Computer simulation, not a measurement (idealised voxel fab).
process module | voxel tone inversion
In the cross-section labelled cut, the width is 265 nm and each square cell is 5 nm.
A cross-section in this document is a grid of square cells, and it is written down as bands, the top band listed before the ones below it; a band is made up of one or more rows of cells.
Top height, bottom height, nm. Materials left to right, width each, nm. Single material + "everywhere" = fills band edge to edge. "blank" = empty.
Ref level 0: as-received wafer is one material below here. Bottom band extends down with no lower bound ("0 nm and below").
With a width like "30..40", each row of cells in the band differs from the next by the same amount, the top row carrying the first number and the bottom row the second.
"nothing different" after a step means that no cell of the cross-section changed.
Entry "Enclosed void inventory" = empty spaces >= 8 cells with no open way to the top; each as width x height at distance, distance from left edge, all nm.
On each step's line, the part that comes after the settings is the simulator's own comment on the step.
Regarding "overlay nm": on a step with a mask, it is the distance the mask lay to the right of its planned place; a negative value places it to the left.

## Steps planned for the process
- 1: RECEIVE: material Si
- 2: CONFORMAL_DEP: material SiCN, thk nm 5
- 3: DIRECTIONAL_DEP: material aC, thk nm 20
- 4: PATTERN: tone cover, mask id POSTS, material resist, width nm 15, pitch nm 35, thk nm 25, overlay nm 0
- 5: DIRECTIONAL_ETCH: etch materials aC, depth nm 20
- 6: STRIP: etch materials resist
- 7: FILL_DEP: material SiO2, thk nm 5
- 8: CMP: height nm 25
- 9: STRIP: etch materials aC

## As-received wafer cross-section (after step 1)
  0 nm and below = Si everywhere
  Enclosed void inventory: none

## Wafer at module end, in section. Began as above, planned as above, run with one mistake
  25 nm to 15 nm = SiO2 105; blank 15; SiO2 20; blank 15; SiO2 110
  15 nm to 0 nm = SiCN everywhere
  0 nm and below = Si everywhere
  Enclosed void inventory: none
Which mistake was made when the wafer was run? off-plan run, step 2, actual operation and settings CONFORMAL_DEP: material SiCN, thk nm 15
